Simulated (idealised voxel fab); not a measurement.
process module | voxel transistor to metal
cross-section cut | 145 nm wide | cells 5 nm
A cross-section is a grid of square cells, given in bands from the top down. A band is one or more rows of cells.
Each band's line starts with the height of the band's top and of its bottom, in nm. Then come its materials from left to right, each with its width in nm. One material with "throughout" fills the band from edge to edge. "air" is empty space.
Height 0 is the level under which the wafer as received is all one material. The lowest band goes on downwards, as in "0 down".
A width such as "30 to 40" changes by the same amount from each row of cells to the next, from the band's top row to its bottom row.
"no change" after a step means that no cell of the cross-section changed.
closed voids: empty space of 8 cells or more with no open way to the top, each as width x height at its distance from the left edge, in nm
after a step's settings: what the simulator itself notes on the step
overlay nm, on a step with a mask: how far to the right of its planned place the mask lay; to the left if negative
plan
1 op RECEIVE | material Si
2 op OXIDIZE | depth nm 5
3 op CONFORMAL_DEP | material SiN | thk nm 10
4 op DIRECTIONAL_DEP | material aC | thk nm 10
5 op PATTERN | tone cover | mask id ACTIVE | material resist | width nm 115 | thk nm 25 | overlay nm 0
6 op DIRECTIONAL_ETCH | etch materials aC | depth nm 10
7 op STRIP | etch materials resist
8 op DIRECTIONAL_ETCH | etch materials SiN | depth nm 10
9 op DIRECTIONAL_ETCH | etch materials SiO2 | depth nm 5
10 op DIRECTIONAL_ETCH | etch materials Si | depth nm 20
11 op STRIP | etch materials aC
12 op FILL_DEP | material SiO2 | thk nm 5
13 op CMP | height nm 10
14 op SELECTIVE_ETCH | etch materials SiO2 | depth nm 5
15 op STRIP | etch materials SiN
16 op SELECTIVE_ETCH | etch materials SiO2 | depth nm 5
17 op OXIDIZE | depth nm 5
18 op DIRECTIONAL_DEP | material polySi | thk nm 30
19 op DIRECTIONAL_DEP | material SiCN | thk nm 15
20 op PATTERN | tone cover | mask id GATE | material resist | width nm 25 | thk nm 20 | overlay nm 0
21 op DIRECTIONAL_ETCH | etch materials SiCN | depth nm 25
22 op DIRECTIONAL_ETCH | etch materials polySi | depth nm 40
23 op STRIP | etch materials resist
24 op CONFORMAL_DEP | material SiN | thk nm 5
25 op DIRECTIONAL_ETCH | etch materials SiN | depth nm 5
26 op DIRECTIONAL_ETCH | etch materials SiO2 | depth nm 5
27 op DIRECTIONAL_ETCH | etch materials Si | depth nm 10
28 op EPI | material pSi | thk nm 10
29 op FILL_DEP | material SiO2 | thk nm 5
30 op CMP | height nm 25
31 op STRIP | etch materials polySi
32 op SELECTIVE_ETCH | etch materials SiO2 | depth nm 5
33 op CONFORMAL_DEP | material HfO2 | thk nm 5
34 op CONFORMAL_DEP | material TiN | thk nm 5
35 op FILL_DEP | material W | thk nm 10
36 op CMP | height nm 20
37 op DIRECTIONAL_DEP | material SiO2 | thk nm 15
38 op DIRECTIONAL_DEP | material aC | thk nm 15
39 op PATTERN | tone open | mask id CONTACT | material resist | width nm 20 | pitch nm 75 | thk nm 35 | overlay nm 0
40 op DIRECTIONAL_ETCH | etch materials aC | depth nm 15
41 op STRIP | etch materials resist
42 op DIRECTIONAL_ETCH | etch materials SiO2 | depth nm 45
43 op STRIP | etch materials aC
44 op CONFORMAL_DEP | material TiN | thk nm 5
45 op FILL_DEP | material W | thk nm 10
46 op CMP | height nm 35
47 op CONFORMAL_DEP | material SiCN | thk nm 5
48 op DIRECTIONAL_DEP | material lowk | thk nm 15
49 op MASKED_ETCH | tone open | mask id METAL_1 | width nm 20 | pitch nm 75 | etch materials lowk | depth nm 15 | overlay nm 0
50 op MASKED_ETCH | tone open | mask id METAL_1 | width nm 20 | pitch nm 75 | etch materials SiCN | depth nm 5 | overlay nm 0
51 op CONFORMAL_DEP | material TiN | thk nm 5
52 op FILL_DEP | material Ru | thk nm 10
53 op CMP | height nm 55
54 op EPI | material Ru | thk nm 5
55 op FILL_DEP | material SiCN | thk nm 5
first wafer, as planned
as received, after step 1
  0 down: Si throughout
  closed voids: none
after step 2
  0 to -5: SiO2 throughout
  below -5: unchanged
after step 3
  10 to 0: SiN throughout
  below 0: unchanged
after step 4
  20 to 10: aC throughout
  below 10: unchanged
after step 5
  45 to 20: air 15 | resist 115 | air 15
  below 20: unchanged
after step 6
  35 to 20: air 15 | resist 115 | air 15
  20 to 10: air 15 | aC 115 | air 15
  below 10: unchanged
after step 7
  20 to 10: air 15 | aC 115 | air 15
  below 10: unchanged
after step 8
  20 to 10: air 15 | aC 115 | air 15
  10 to 0: air 15 | SiN 115 | air 15
  below 0: unchanged
after step 9
  20 to 10: air 15 | aC 115 | air 15
  10 to 0: air 15 | SiN 115 | air 15
  0 to -5: air 15 | SiO2 115 | air 15
  below -5: unchanged
after step 10
  20 to 10: air 15 | aC 115 | air 15
  10 to 0: air 15 | SiN 115 | air 15
  0 to -5: air 15 | SiO2 115 | air 15
  -5 to -25: air 15 | Si 115 | air 15
  below -25: unchanged
after step 11
  10 to 0: air 15 | SiN 115 | air 15
  below 0: unchanged
after step 12
  15 to 10: SiO2 throughout
  10 to 0: SiO2 15 | SiN 115 | SiO2 15
  0 to -5: SiO2 throughout
  -5 to -25: SiO2 15 | Si 115 | SiO2 15
  below -25: unchanged
after step 13
  10 to 0: SiO2 15 | SiN 115 | SiO2 15
  below 0: unchanged
after step 14
  10 to 5: air 15 | SiN 115 | air 15
  below 5: unchanged
after step 15
  5 to 0: SiO2 15 | air 115 | SiO2 15
  below 0: unchanged
after step 16
  0 to -5: SiO2 10 | air 125 | SiO2 10
  below -5: unchanged
after step 17
  0 to -5: SiO2 10 | air 125 | SiO2 10
  -5 to -10: SiO2 throughout
  below -10: unchanged
after step 18
  30 to 25: polySi 10 | air 125 | polySi 10
  25 to 0: polySi throughout
  0 to -5: SiO2 10 | polySi 125 | SiO2 10
  below -5: unchanged
after step 19
  45 to 40: SiCN 10 | air 125 | SiCN 10
  40 to 30: SiCN throughout
  30 to 25: polySi 10 | SiCN 125 | polySi 10
  below 25: unchanged
after step 20
  65 to 45: air 60 | resist 25 | air 60
  45 to 40: SiCN 10 | air 50 | resist 25 | air 50 | SiCN 10
  below 40: unchanged
after step 21
  65 to 40: air 60 | resist 25 | air 60
  40 to 30: air 60 | SiCN 25 | air 60
  30 to 25: polySi 10 | air 50 | SiCN 25 | air 50 | polySi 10
  below 25: unchanged
after step 22
  65 to 40: air 60 | resist 25 | air 60
  40 to 25: air 60 | SiCN 25 | air 60
  25 to 0: air 60 | polySi 25 | air 60
  0 to -5: SiO2 10 | air 50 | polySi 25 | air 50 | SiO2 10
  below -5: unchanged
after step 23
  40 to 25: air 60 | SiCN 25 | air 60
  below 25: unchanged
after step 24
  45 to 40: air 55 | SiN 35 | air 55
  40 to 25: air 55 | SiN 5 | SiCN 25 | SiN 5 | air 55
  25 to 5: air 55 | SiN 5 | polySi 25 | SiN 5 | air 55
  5 to 0: SiN 15 | air 40 | SiN 5 | polySi 25 | SiN 5 | air 40 | SiN 15
  0 to -5: SiO2 10 | SiN 50 | polySi 25 | SiN 50 | SiO2 10
  below -5: unchanged
after step 25
  40 to 25: air 55 | SiN 5 | SiCN 25 | SiN 5 | air 55
  25 to 0: air 55 | SiN 5 | polySi 25 | SiN 5 | air 55
  0 to -5: SiO2 10 | SiN 5 | air 40 | SiN 5 | polySi 25 | SiN 5 | air 40 | SiN 5 | SiO2 10
  below -5: unchanged
after step 26
  40 to 25: air 55 | SiN 5 | SiCN 25 | SiN 5 | air 55
  25 to 0: air 55 | SiN 5 | polySi 25 | SiN 5 | air 55
  0 to -5: air 10 | SiN 5 | air 40 | SiN 5 | polySi 25 | SiN 5 | air 40 | SiN 5 | air 10
  -5 to -10: SiO2 15 | air 40 | SiO2 35 | air 40 | SiO2 15
  below -10: unchanged
after step 27
  40 to 25: air 55 | SiN 5 | SiCN 25 | SiN 5 | air 55
  25 to 0: air 55 | SiN 5 | polySi 25 | SiN 5 | air 55
  0 to -5: air 10 | SiN 5 | air 40 | SiN 5 | polySi 25 | SiN 5 | air 40 | SiN 5 | air 10
  -5 to -10: SiO2 15 | air 40 | SiO2 35 | air 40 | SiO2 15
  -10 to -20: SiO2 15 | air 40 | Si 35 | air 40 | SiO2 15
  below -20: unchanged
after step 28
  40 to 25: air 55 | SiN 5 | SiCN 25 | SiN 5 | air 55
  25 to 0: air 55 | SiN 5 | polySi 25 | SiN 5 | air 55
  0 to -5: air 10 | SiN 5 | air 30 | pSi 10 | SiN 5 | polySi 25 | SiN 5 | pSi 10 | air 30 | SiN 5 | air 10
  -5 to -10: SiO2 15 | air 30 | pSi 10 | SiO2 35 | pSi 10 | air 30 | SiO2 15
  -10 to -20: SiO2 15 | pSi 40 | Si 35 | pSi 40 | SiO2 15
  below -20: unchanged
after step 29
  45 to 40: SiO2 throughout
  40 to 25: SiO2 55 | SiN 5 | SiCN 25 | SiN 5 | SiO2 55
  25 to 0: SiO2 55 | SiN 5 | polySi 25 | SiN 5 | SiO2 55
  0 to -5: SiO2 10 | SiN 5 | SiO2 30 | pSi 10 | SiN 5 | polySi 25 | SiN 5 | pSi 10 | SiO2 30 | SiN 5 | SiO2 10
  -5 to -10: SiO2 45 | pSi 10 | SiO2 35 | pSi 10 | SiO2 45
  below -10: unchanged
after step 30
  25 to 0: SiO2 55 | SiN 5 | polySi 25 | SiN 5 | SiO2 55
  below 0: unchanged
after step 31
  25 to 0: SiO2 55 | SiN 5 | air 25 | SiN 5 | SiO2 55
  0 to -5: SiO2 10 | SiN 5 | SiO2 30 | pSi 10 | SiN 5 | air 25 | SiN 5 | pSi 10 | SiO2 30 | SiN 5 | SiO2 10
  below -5: unchanged
after step 32
  25 to 20: air 55 | SiN 5 | air 25 | SiN 5 | air 55
  20 to 0: SiO2 55 | SiN 5 | air 25 | SiN 5 | SiO2 55
  0 to -5: SiO2 10 | SiN 5 | SiO2 30 | pSi 10 | SiN 5 | air 25 | SiN 5 | pSi 10 | SiO2 30 | SiN 5 | SiO2 10
  -5 to -10: SiO2 45 | pSi 10 | air 35 | pSi 10 | SiO2 45
  below -10: unchanged
after step 33
  30 to 25: air 50 | HfO2 15 | air 15 | HfO2 15 | air 50
  25 to 20: HfO2 55 | SiN 5 | HfO2 5 | air 15 | HfO2 5 | SiN 5 | HfO2 55
  20 to 0: SiO2 55 | SiN 5 | HfO2 5 | air 15 | HfO2 5 | SiN 5 | SiO2 55
  0 to -5: SiO2 10 | SiN 5 | SiO2 30 | pSi 10 | SiN 5 | HfO2 5 | air 15 | HfO2 5 | SiN 5 | pSi 10 | SiO2 30 | SiN 5 | SiO2 10
  -5 to -10: SiO2 45 | pSi 10 | HfO2 35 | pSi 10 | SiO2 45
  below -10: unchanged
after step 34
  35 to 30: air 45 | TiN 25 | air 5 | TiN 25 | air 45
  30 to 25: TiN 50 | HfO2 15 | TiN 5 | air 5 | TiN 5 | HfO2 15 | TiN 50
  25 to 20: HfO2 55 | SiN 5 | HfO2 5 | TiN 5 | air 5 | TiN 5 | HfO2 5 | SiN 5 | HfO2 55
  20 to 0: SiO2 55 | SiN 5 | HfO2 5 | TiN 5 | air 5 | TiN 5 | HfO2 5 | SiN 5 | SiO2 55
  0 to -5: SiO2 10 | SiN 5 | SiO2 30 | pSi 10 | SiN 5 | HfO2 5 | TiN 15 | HfO2 5 | SiN 5 | pSi 10 | SiO2 30 | SiN 5 | SiO2 10
  below -5: unchanged
after step 35
  45 to 35: W throughout
  35 to 30: W 45 | TiN 25 | W 5 | TiN 25 | W 45
  30 to 25: TiN 50 | HfO2 15 | TiN 5 | W 5 | TiN 5 | HfO2 15 | TiN 50
  25 to 20: HfO2 55 | SiN 5 | HfO2 5 | TiN 5 | W 5 | TiN 5 | HfO2 5 | SiN 5 | HfO2 55
  20 to 0: SiO2 55 | SiN 5 | HfO2 5 | TiN 5 | W 5 | TiN 5 | HfO2 5 | SiN 5 | SiO2 55
  below 0: unchanged
after step 36
  20 to 0: SiO2 55 | SiN 5 | HfO2 5 | TiN 5 | W 5 | TiN 5 | HfO2 5 | SiN 5 | SiO2 55
  below 0: unchanged
after step 37
  35 to 20: SiO2 throughout
  below 20: unchanged
after step 38
  50 to 35: aC throughout
  below 35: unchanged
after step 39
  85 to 50: resist 25 | air 20 | resist 55 | air 20 | resist 25
  below 50: unchanged
after step 40
  70 to 50: resist 25 | air 20 | resist 55 | air 20 | resist 25
  50 to 35: aC 25 | air 20 | aC 55 | air 20 | aC 25
  below 35: unchanged
after step 41
  50 to 35: aC 25 | air 20 | aC 55 | air 20 | aC 25
  below 35: unchanged
after step 42
  50 to 35: aC 25 | air 20 | aC 55 | air 20 | aC 25
  35 to 20: SiO2 25 | air 20 | SiO2 55 | air 20 | SiO2 25
  20 to 0: SiO2 25 | air 20 | SiO2 10 | SiN 5 | HfO2 5 | TiN 5 | W 5 | TiN 5 | HfO2 5 | SiN 5 | SiO2 10 | air 20 | SiO2 25
  0 to -5: SiO2 10 | SiN 5 | SiO2 10 | air 20 | pSi 10 | SiN 5 | HfO2 5 | TiN 15 | HfO2 5 | SiN 5 | pSi 10 | air 20 | SiO2 10 | SiN 5 | SiO2 10
  -5 to -10: SiO2 25 | air 20 | pSi 10 | HfO2 35 | pSi 10 | air 20 | SiO2 25
  below -10: unchanged
after step 43
  35 to 20: SiO2 25 | air 20 | SiO2 55 | air 20 | SiO2 25
  below 20: unchanged
after step 44
  40 to 35: TiN 30 | air 10 | TiN 65 | air 10 | TiN 30
  35 to 20: SiO2 25 | TiN 5 | air 10 | TiN 5 | SiO2 55 | TiN 5 | air 10 | TiN 5 | SiO2 25
  20 to 0: SiO2 25 | TiN 5 | air 10 | TiN 5 | SiO2 10 | SiN 5 | HfO2 5 | TiN 5 | W 5 | TiN 5 | HfO2 5 | SiN 5 | SiO2 10 | TiN 5 | air 10 | TiN 5 | SiO2 25
  0 to -5: SiO2 10 | SiN 5 | SiO2 10 | TiN 5 | air 10 | TiN 5 | pSi 10 | SiN 5 | HfO2 5 | TiN 15 | HfO2 5 | SiN 5 | pSi 10 | TiN 5 | air 10 | TiN 5 | SiO2 10 | SiN 5 | SiO2 10
  -5 to -10: SiO2 25 | TiN 20 | pSi 10 | HfO2 35 | pSi 10 | TiN 20 | SiO2 25
  below -10: unchanged
after step 45
  50 to 40: W throughout
  40 to 35: TiN 30 | W 10 | TiN 65 | W 10 | TiN 30
  35 to 20: SiO2 25 | TiN 5 | W 10 | TiN 5 | SiO2 55 | TiN 5 | W 10 | TiN 5 | SiO2 25
  20 to 0: SiO2 25 | TiN 5 | W 10 | TiN 5 | SiO2 10 | SiN 5 | HfO2 5 | TiN 5 | W 5 | TiN 5 | HfO2 5 | SiN 5 | SiO2 10 | TiN 5 | W 10 | TiN 5 | SiO2 25
  0 to -5: SiO2 10 | SiN 5 | SiO2 10 | TiN 5 | W 10 | TiN 5 | pSi 10 | SiN 5 | HfO2 5 | TiN 15 | HfO2 5 | SiN 5 | pSi 10 | TiN 5 | W 10 | TiN 5 | SiO2 10 | SiN 5 | SiO2 10
  below -5: unchanged
after step 46
  35 to 20: SiO2 25 | TiN 5 | W 10 | TiN 5 | SiO2 55 | TiN 5 | W 10 | TiN 5 | SiO2 25
  below 20: unchanged
after step 47
  40 to 35: SiCN throughout
  below 35: unchanged
after step 48
  55 to 40: lowk throughout
  below 40: unchanged
after step 49
  55 to 40: lowk 25 | air 20 | lowk 55 | air 20 | lowk 25
  below 40: unchanged
after step 50
  55 to 40: lowk 25 | air 20 | lowk 55 | air 20 | lowk 25
  40 to 35: SiCN 25 | air 20 | SiCN 55 | air 20 | SiCN 25
  below 35: unchanged
after step 51
  60 to 55: TiN 30 | air 10 | TiN 65 | air 10 | TiN 30
  55 to 40: lowk 25 | TiN 5 | air 10 | TiN 5 | lowk 55 | TiN 5 | air 10 | TiN 5 | lowk 25
  40 to 35: SiCN 25 | TiN 20 | SiCN 55 | TiN 20 | SiCN 25
  below 35: unchanged
after step 52
  70 to 60: Ru throughout
  60 to 55: TiN 30 | Ru 10 | TiN 65 | Ru 10 | TiN 30
  55 to 40: lowk 25 | TiN 5 | Ru 10 | TiN 5 | lowk 55 | TiN 5 | Ru 10 | TiN 5 | lowk 25
  below 40: unchanged
after step 53
  55 to 40: lowk 25 | TiN 5 | Ru 10 | TiN 5 | lowk 55 | TiN 5 | Ru 10 | TiN 5 | lowk 25
  below 40: unchanged
after step 54
  60 to 55: air 20 | Ru 30 | air 45 | Ru 30 | air 20
  below 55: unchanged
after step 55
  65 to 60: SiCN throughout
  60 to 55: SiCN 20 | Ru 30 | SiCN 45 | Ru 30 | SiCN 20
  below 55: unchanged
second wafer: like start, like plan, one mistake. Through step 54 it matches the first wafer
when step 55 should have ended: no change
what went wrong: step 55 was left out
at the end the second wafer has, in cells: 46 fewer of SiCN
